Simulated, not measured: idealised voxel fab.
Process module name: voxel plated lines
FYI the section here is cut, 225 nm wide, cells are 5 nm squares.
Just so we're on the same page, the cross-sections are grids of square cells, and they're listed out in bands top to bottom, each band one or more rows deep. Heads up on the band format: heights come first, top then bottom, in nm. After that it's the materials left to right, each with its width in nm. A single material flagged "all across" fills the whole band edge to edge, and "empty" means there's empty space there. Beneath 0, the wafer as received is one material, and that level is where height counting begins. The lowest band goes on downward without a bottom; it is written like "0 -> down". Quick explanation for "30 to 40": the width changes in equal steps down the rows of cells, from the first number in the band's top row to the second number in its bottom row. Given "identical to before" for a step, no cell of the cross-section differs between before and after that step. "Enclosed empty spaces": empty spaces of 8 cells or more with no open way to the top, each given as width x height at distance, distance from the left edge, all in nm. It should be noted that, on the line of a given step, the content following the step's settings is a remark produced by the simulator itself with respect to that step. For masked steps, "overlay nm" on the step line gives how far right of plan the mask actually lay; a minus sign means it lay to the left.
PROCESS STEPS FORESEEN IN THE PLAN
- 1: RECEIVE [material Si]
- 2: CONFORMAL_DEP [material SiO2] [thk nm 10]
- 3: DIRECTIONAL_DEP [material TiN] [thk nm 5]
- 4: PATTERN [tone open] [mask id LINES] [material resist] [width nm 15] [pitch nm 35] [thk nm 20] [overlay nm 0]
- 5: EPI [material Ru] [thk nm 5]
- 6: STRIP [etch materials resist]
- 7: DIRECTIONAL_ETCH [etch materials TiN] [depth nm 5]
- 8: CONFORMAL_DEP [material SiO2] [thk nm 10]
ACCOUNT OF THE FIRST OF TWO WAFERS, WHICH WAS PROCESSED AS INTENDED
CROSS-SECTIONAL VIEW OF THE WAFER IN ITS AS-RECEIVED CONDITION, CORRESPONDING TO THE STATE AFTER STEP 1
	0 -> down = Si all across
	Enclosed empty spaces: none
UPON COMPLETION OF STEP 2, THE WAFER APPEARS IN CROSS-SECTION AS SHOWN
	10 -> 0 = SiO2 all across
	Beneath the level 0, the cross-section is identical to its previous state.
UPON COMPLETION OF STEP 3, THE WAFER APPEARS IN CROSS-SECTION AS SHOWN
	15 -> 10 = TiN all across
	Beneath the level 10, the cross-section is identical to its previous state.
UPON COMPLETION OF STEP 4, THE WAFER APPEARS IN CROSS-SECTION AS SHOWN
	35 -> 15 = resist=50, empty=15, resist=20, empty=15, resist=20, empty=15, resist=20, empty=15, resist=55
	Beneath the level 15, the cross-section is identical to its previous state.
UPON COMPLETION OF STEP 5, THE WAFER APPEARS IN CROSS-SECTION AS SHOWN
	35 -> 20 = resist=50, empty=15, resist=20, empty=15, resist=20, empty=15, resist=20, empty=15, resist=55
	20 -> 15 = resist=50, Ru=15, resist=20, Ru=15, resist=20, Ru=15, resist=20, Ru=15, resist=55
	Beneath the level 15, the cross-section is identical to its previous state.
UPON COMPLETION OF STEP 6, THE WAFER APPEARS IN CROSS-SECTION AS SHOWN
	20 -> 15 = empty=50, Ru=15, empty=20, Ru=15, empty=20, Ru=15, empty=20, Ru=15, empty=55
	Beneath the level 15, the cross-section is identical to its previous state.
UPON COMPLETION OF STEP 7, THE WAFER APPEARS IN CROSS-SECTION AS SHOWN
	20 -> 15 = empty=50, Ru=15, empty=20, Ru=15, empty=20, Ru=15, empty=20, Ru=15, empty=55
	15 -> 10 = empty=50, TiN=15, empty=20, TiN=15, empty=20, TiN=15, empty=20, TiN=15, empty=55
	Beneath the level 10, the cross-section is identical to its previous state.
UPON COMPLETION OF STEP 8, THE WAFER APPEARS IN CROSS-SECTION AS SHOWN
	30 -> 20 = empty=40, SiO2=140, empty=45
	20 -> 15 = SiO2=50, Ru=15, SiO2=20, Ru=15, SiO2=20, Ru=15, SiO2=20, Ru=15, SiO2=55
	15 -> 10 = SiO2=50, TiN=15, SiO2=20, TiN=15, SiO2=20, TiN=15, SiO2=20, TiN=15, SiO2=55
	Beneath the level 10, the cross-section is identical to its previous state.
NOW THE OTHER WAFER: SAME START, SAME RECIPE, BUT WE MESSED UP ONE THING WHEN RUNNING IT. UP TO AND INCLUDING STEP 1 IT'S THE SAME AS THE FIRST ONE
CROSS-SECTION OF THE SECOND WAFER AT THE TIME BY WHICH STEP 2 SHOULD HAVE BEEN COMPLETED ACCORDING TO THE PLAN
	5 -> 0 = TiN all across
	Beneath the level 0, the cross-section is identical to its previous state.
CROSS-SECTION OF THE SECOND WAFER AT THE TIME BY WHICH STEP 3 SHOULD HAVE BEEN COMPLETED ACCORDING TO THE PLAN
	15 -> 5 = SiO2 all across
	Beneath the level 5, the cross-section is identical to its previous state.
CROSS-SECTION OF THE SECOND WAFER AT THE TIME BY WHICH STEP 4 SHOULD HAVE BEEN COMPLETED ACCORDING TO THE PLAN
	35 -> 15 = resist=50, empty=15, resist=20, empty=15, resist=20, empty=15, resist=20, empty=15, resist=55
	Beneath the level 15, the cross-section is identical to its previous state.
Cross-section of the second wafer at the time by which step 5 should have been completed according to the plan: identical to before
CROSS-SECTION OF THE SECOND WAFER AT THE TIME BY WHICH STEP 6 SHOULD HAVE BEEN COMPLETED ACCORDING TO THE PLAN
	15 -> 5 = SiO2 all across
	Beneath the level 5, the cross-section is identical to its previous state.
Cross-section of the second wafer at the time by which step 7 should have been completed according to the plan: identical to before
CROSS-SECTION OF THE SECOND WAFER AT THE TIME BY WHICH STEP 8 SHOULD HAVE BEEN COMPLETED ACCORDING TO THE PLAN
	25 -> 5 = SiO2 all across
	Beneath the level 5, the cross-section is identical to its previous state.
What went wrong in running the wafer? steps 2 and 3 got flipped, so each one ran where the other should have
Final cells, second wafer relative to first, materials higher or lower: Ru: 12 fewer | SiO2: 32 fewer | TiN: 33 more
